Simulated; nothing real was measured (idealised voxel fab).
Process module, titled voxel wiring stack
Displayed cross-section: cut, width of 190 nm, square cells sized 5 nm.
We lay out every cross-section as a grid of square cells and spell it out in bands from the top down, where one band means one or more rows of cells. Read a band's entry like this: the first values are the height of its top and the height of its bottom in nm, and what follows is the sequence of materials from left to right, each with its width in nm. Note that "blank" is empty space, and that a single material marked "throughout" reaches across the band from edge to edge. Heights are expressed relative to 0, this being the level below which the as-received wafer comprises one material exclusively. The lowest band is unbounded in the downward direction and is denoted as in "top 0, no bottom". Per-row width for "30..40": begins at first number (top row of band), ends at second number (bottom row), increment between rows held constant. You'll sometimes find "no alteration" written for a step, and that's the way of saying that nowhere in the cross-section did a cell change during that step. Entry "Enclosed void catalog". Content: empty spaces with no open connection to the top, size 8 cells or greater. Each: width x height at distance. Distance: from left edge. Unit: nm. The remark found on a step's line after its settings is issued by the simulator itself and pertains to that step. Steps that use a mask can have "overlay nm" on their line. It says how far the mask sat to the right of where it was meant to be. Negative means to the left.

The following list gives the planned process steps
- 1: op RECEIVE | material Si
- 2: op CONFORMAL_DEP | material SiO2 | thk nm 10
- 3: op CONFORMAL_DEP | material SiN | thk nm 5
- 4: op DIRECTIONAL_DEP | material lowk | thk nm 15
- 5: op DIRECTIONAL_DEP | material aC | thk nm 10
- 6: op PATTERN | tone open | mask id METAL_1 | material resist | width nm 25 | pitch nm 50 | thk nm 30 | overlay nm 0
- 7: op DIRECTIONAL_ETCH | etch materials aC | depth nm 10
- 8: op STRIP | etch materials resist
- 9: op DIRECTIONAL_ETCH | etch materials lowk | depth nm 15
- 10: op DIRECTIONAL_ETCH | etch materials SiN | depth nm 5
- 11: op STRIP | etch materials aC
- 12: op CONFORMAL_DEP | material TiN | thk nm 5
- 13: op FILL_DEP | material Cu | thk nm 5
- 14: op CMP | height nm 30
- 15: op EPI | material Ru | thk nm 5
- 16: op FILL_DEP | material SiCN | thk nm 5
- 17: op DIRECTIONAL_DEP | material SiO2 | thk nm 25
- 18: op DIRECTIONAL_DEP | material aC | thk nm 15
- 19: op PATTERN | tone open | mask id METAL_2 | material resist | width nm 25 | pitch nm 50 | thk nm 30 | overlay nm 0
- 20: op DIRECTIONAL_ETCH | etch materials aC | depth nm 15
- 21: op STRIP | etch materials resist
- 22: op DIRECTIONAL_ETCH | etch materials SiO2 | depth nm 15
- 23: op STRIP | etch materials aC
- 24: op MASKED_ETCH | tone open | mask id METAL_2_HOLES | width nm 15 | etch materials SiO2 | depth nm 10 | overlay nm 0
- 25: op MASKED_ETCH | tone open | mask id METAL_2_HOLES | width nm 15 | etch materials SiCN | depth nm 5 | overlay nm 0
- 26: op CONFORMAL_DEP | material TiN | thk nm 5
- 27: op FILL_DEP | material Cu | thk nm 5
- 28: op CMP | height nm 65
- 29: op CONFORMAL_DEP | material SiCN | thk nm 5

The first of two wafers, run as planned

Cross-section of the wafer as it came to us, i.e., already through step 1
top 0, no bottom = Si throughout
Enclosed void catalog: none

After step 2
top 10, bottom 0 = SiO2 throughout
Note: structure below 0 unchanged.

After step 3
top 15, bottom 10 = SiN throughout
Note: structure below 10 unchanged.

After step 4
top 30, bottom 15 = lowk throughout
Note: structure below 15 unchanged.

After step 5
top 40, bottom 30 = aC throughout
Note: structure below 30 unchanged.

After step 6
top 70, bottom 40 = 55 nm resist, 25 nm blank, 25 nm resist, 25 nm blank, 60 nm resist
Note: structure below 40 unchanged.

After step 7
top 60, bottom 40 = 55 nm resist, 25 nm blank, 25 nm resist, 25 nm blank, 60 nm resist
top 40, bottom 30 = 55 nm aC, 25 nm blank, 25 nm aC, 25 nm blank, 60 nm aC
Note: structure below 30 unchanged.

After step 8
top 40, bottom 30 = 55 nm aC, 25 nm blank, 25 nm aC, 25 nm blank, 60 nm aC
Note: structure below 30 unchanged.

After step 9
top 40, bottom 30 = 55 nm aC, 25 nm blank, 25 nm aC, 25 nm blank, 60 nm aC
top 30, bottom 15 = 55 nm lowk, 25 nm blank, 25 nm lowk, 25 nm blank, 60 nm lowk
Note: structure below 15 unchanged.

After step 10
top 40, bottom 30 = 55 nm aC, 25 nm blank, 25 nm aC, 25 nm blank, 60 nm aC
top 30, bottom 15 = 55 nm lowk, 25 nm blank, 25 nm lowk, 25 nm blank, 60 nm lowk
top 15, bottom 10 = 55 nm SiN, 25 nm blank, 25 nm SiN, 25 nm blank, 60 nm SiN
Note: structure below 10 unchanged.

After step 11
top 30, bottom 15 = 55 nm lowk, 25 nm blank, 25 nm lowk, 25 nm blank, 60 nm lowk
Note: structure below 15 unchanged.

After step 12
top 35, bottom 30 = 60 nm TiN, 15 nm blank, 35 nm TiN, 15 nm blank, 65 nm TiN
top 30, bottom 15 = 55 nm lowk, 5 nm TiN, 15 nm blank, 5 nm TiN, 25 nm lowk, 5 nm TiN, 15 nm blank, 5 nm TiN, 60 nm lowk
top 15, bottom 10 = 55 nm SiN, 25 nm TiN, 25 nm SiN, 25 nm TiN, 60 nm SiN
Note: structure below 10 unchanged.

After step 13
top 40, bottom 35 = Cu throughout
top 35, bottom 30 = 60 nm TiN, 15 nm Cu, 35 nm TiN, 15 nm Cu, 65 nm TiN
top 30, bottom 15 = 55 nm lowk, 5 nm TiN, 15 nm Cu, 5 nm TiN, 25 nm lowk, 5 nm TiN, 15 nm Cu, 5 nm TiN, 60 nm lowk
Note: structure below 15 unchanged.

After step 14
top 30, bottom 15 = 55 nm lowk, 5 nm TiN, 15 nm Cu, 5 nm TiN, 25 nm lowk, 5 nm TiN, 15 nm Cu, 5 nm TiN, 60 nm lowk
Note: structure below 15 unchanged.

After step 15
top 35, bottom 30 = 50 nm blank, 35 nm Ru, 15 nm blank, 35 nm Ru, 55 nm blank
Note: structure below 30 unchanged.

After step 16
top 40, bottom 35 = SiCN throughout
top 35, bottom 30 = 50 nm SiCN, 35 nm Ru, 15 nm SiCN, 35 nm Ru, 55 nm SiCN
Note: structure below 30 unchanged.

After step 17
top 65, bottom 40 = SiO2 throughout
Note: structure below 40 unchanged.

After step 18
top 80, bottom 65 = aC throughout
Note: structure below 65 unchanged.

After step 19
top 110, bottom 80 = 55 nm resist, 25 nm blank, 25 nm resist, 25 nm blank, 60 nm resist
Note: structure below 80 unchanged.

After step 20
top 95, bottom 80 = 55 nm resist, 25 nm blank, 25 nm resist, 25 nm blank, 60 nm resist
top 80, bottom 65 = 55 nm aC, 25 nm blank, 25 nm aC, 25 nm blank, 60 nm aC
Note: structure below 65 unchanged.

After step 21
top 80, bottom 65 = 55 nm aC, 25 nm blank, 25 nm aC, 25 nm blank, 60 nm aC
Note: structure below 65 unchanged.

After step 22
top 80, bottom 65 = 55 nm aC, 25 nm blank, 25 nm aC, 25 nm blank, 60 nm aC
top 65, bottom 50 = 55 nm SiO2, 25 nm blank, 25 nm SiO2, 25 nm blank, 60 nm SiO2
Note: structure below 50 unchanged.

After step 23
top 65, bottom 50 = 55 nm SiO2, 25 nm blank, 25 nm SiO2, 25 nm blank, 60 nm SiO2
Note: structure below 50 unchanged.

After step 24
top 65, bottom 50 = 55 nm SiO2, 25 nm blank, 25 nm SiO2, 25 nm blank, 60 nm SiO2
top 50, bottom 40 = 55 nm SiO2, 15 nm blank, 120 nm SiO2
Note: structure below 40 unchanged.

After step 25
top 65, bottom 50 = 55 nm SiO2, 25 nm blank, 25 nm SiO2, 25 nm blank, 60 nm SiO2
top 50, bottom 40 = 55 nm SiO2, 15 nm blank, 120 nm SiO2
top 40, bottom 35 = 55 nm SiCN, 15 nm blank, 120 nm SiCN
Note: structure below 35 unchanged.

After step 26
top 70, bottom 65 = 60 nm TiN, 15 nm blank, 35 nm TiN, 15 nm blank, 65 nm TiN
top 65, bottom 55 = 55 nm SiO2, 5 nm TiN, 15 nm blank, 5 nm TiN, 25 nm SiO2, 5 nm TiN, 15 nm blank, 5 nm TiN, 60 nm SiO2
top 55, bottom 50 = 55 nm SiO2, 5 nm TiN, 5 nm blank, 15 nm TiN, 25 nm SiO2, 25 nm TiN, 60 nm SiO2
top 50, bottom 40 = 55 nm SiO2, 5 nm TiN, 5 nm blank, 5 nm TiN, 120 nm SiO2
top 40, bottom 35 = 55 nm SiCN, 15 nm TiN, 120 nm SiCN
Note: structure below 35 unchanged.

After step 27
top 75, bottom 70 = Cu throughout
top 70, bottom 65 = 60 nm TiN, 15 nm Cu, 35 nm TiN, 15 nm Cu, 65 nm TiN
top 65, bottom 55 = 55 nm SiO2, 5 nm TiN, 15 nm Cu, 5 nm TiN, 25 nm SiO2, 5 nm TiN, 15 nm Cu, 5 nm TiN, 60 nm SiO2
top 55, bottom 50 = 55 nm SiO2, 5 nm TiN, 5 nm Cu, 15 nm TiN, 25 nm SiO2, 25 nm TiN, 60 nm SiO2
top 50, bottom 40 = 55 nm SiO2, 5 nm TiN, 5 nm Cu, 5 nm TiN, 120 nm SiO2
Note: structure below 40 unchanged.

After step 28
top 65, bottom 55 = 55 nm SiO2, 5 nm TiN, 15 nm Cu, 5 nm TiN, 25 nm SiO2, 5 nm TiN, 15 nm Cu, 5 nm TiN, 60 nm SiO2
Note: structure below 55 unchanged.

After step 29
top 70, bottom 65 = SiCN throughout
Note: structure below 65 unchanged.

Now the other wafer: same start, same recipe, but we messed up one thing when running it. Up to and including step 15 it's the same as the first one

Look at the second wafer in cross-section at the time step 16 ought to have finished
top 50, bottom 35 = SiCN throughout
top 35, bottom 30 = 50 nm SiCN, 35 nm Ru, 15 nm SiCN, 35 nm Ru, 55 nm SiCN
Note: structure below 30 unchanged.

Look at the second wafer in cross-section at the time step 17 ought to have finished
top 75, bottom 50 = SiO2 throughout
Note: structure below 50 unchanged.

Look at the second wafer in cross-section at the time step 18 ought to have finished
top 90, bottom 75 = aC throughout
Note: structure below 75 unchanged.

Look at the second wafer in cross-section at the time step 19 ought to have finished
top 120, bottom 90 = 55 nm resist, 25 nm blank, 25 nm resist, 25 nm blank, 60 nm resist
Note: structure below 90 unchanged.

Look at the second wafer in cross-section at the time step 20 ought to have finished
top 105, bottom 90 = 55 nm resist, 25 nm blank, 25 nm resist, 25 nm blank, 60 nm resist
top 90, bottom 75 = 55 nm aC, 25 nm blank, 25 nm aC, 25 nm blank, 60 nm aC
Note: structure below 75 unchanged.

Look at the second wafer in cross-section at the time step 21 ought to have finished
top 90, bottom 75 = 55 nm aC, 25 nm blank, 25 nm aC, 25 nm blank, 60 nm aC
Note: structure below 75 unchanged.

Look at the second wafer in cross-section at the time step 22 ought to have finished
top 90, bottom 75 = 55 nm aC, 25 nm blank, 25 nm aC, 25 nm blank, 60 nm aC
top 75, bottom 60 = 55 nm SiO2, 25 nm blank, 25 nm SiO2, 25 nm blank, 60 nm SiO2
Note: structure below 60 unchanged.

Look at the second wafer in cross-section at the time step 23 ought to have finished
top 75, bottom 60 = 55 nm SiO2, 25 nm blank, 25 nm SiO2, 25 nm blank, 60 nm SiO2
Note: structure below 60 unchanged.

Look at the second wafer in cross-section at the time step 24 ought to have finished
top 75, bottom 60 = 55 nm SiO2, 25 nm blank, 25 nm SiO2, 25 nm blank, 60 nm SiO2
top 60, bottom 50 = 55 nm SiO2, 15 nm blank, 120 nm SiO2
Note: structure below 50 unchanged.

Look at the second wafer in cross-section at the time step 25 ought to have finished
top 75, bottom 60 = 55 nm SiO2, 25 nm blank, 25 nm SiO2, 25 nm blank, 60 nm SiO2
top 60, bottom 50 = 55 nm SiO2, 15 nm blank, 120 nm SiO2
top 50, bottom 45 = 55 nm SiCN, 15 nm blank, 120 nm SiCN
Note: structure below 45 unchanged.

Look at the second wafer in cross-section at the time step 26 ought to have finished
top 80, bottom 75 = 60 nm TiN, 15 nm blank, 35 nm TiN, 15 nm blank, 65 nm TiN
top 75, bottom 65 = 55 nm SiO2, 5 nm TiN, 15 nm blank, 5 nm TiN, 25 nm SiO2, 5 nm TiN, 15 nm blank, 5 nm TiN, 60 nm SiO2
top 65, bottom 60 = 55 nm SiO2, 5 nm TiN, 5 nm blank, 15 nm TiN, 25 nm SiO2, 25 nm TiN, 60 nm SiO2
top 60, bottom 50 = 55 nm SiO2, 5 nm TiN, 5 nm blank, 5 nm TiN, 120 nm SiO2
top 50, bottom 45 = 55 nm SiCN, 15 nm TiN, 120 nm SiCN
Note: structure below 45 unchanged.

Look at the second wafer in cross-section at the time step 27 ought to have finished
top 85, bottom 80 = Cu throughout
top 80, bottom 75 = 60 nm TiN, 15 nm Cu, 35 nm TiN, 15 nm Cu, 65 nm TiN
top 75, bottom 65 = 55 nm SiO2, 5 nm TiN, 15 nm Cu, 5 nm TiN, 25 nm SiO2, 5 nm TiN, 15 nm Cu, 5 nm TiN, 60 nm SiO2
top 65, bottom 60 = 55 nm SiO2, 5 nm TiN, 5 nm Cu, 15 nm TiN, 25 nm SiO2, 25 nm TiN, 60 nm SiO2
top 60, bottom 50 = 55 nm SiO2, 5 nm TiN, 5 nm Cu, 5 nm TiN, 120 nm SiO2
Note: structure below 50 unchanged.

Look at the second wafer in cross-section at the time step 28 ought to have finished
top 65, bottom 60 = 55 nm SiO2, 5 nm TiN, 5 nm Cu, 15 nm TiN, 25 nm SiO2, 25 nm TiN, 60 nm SiO2
Note: structure below 60 unchanged.

Look at the second wafer in cross-section at the time step 29 ought to have finished
top 70, bottom 65 = SiCN throughout
Note: structure below 65 unchanged.
Plan not followed: step 16 went in with a setting other than planned; the actual run was op FILL_DEP | material SiCN | thk nm 15
In the final state, the cell counts of the second wafer exceed or fall short of those of the first for the following materials: -12 Cu, +76 SiCN, -56 SiO2, -8 TiN
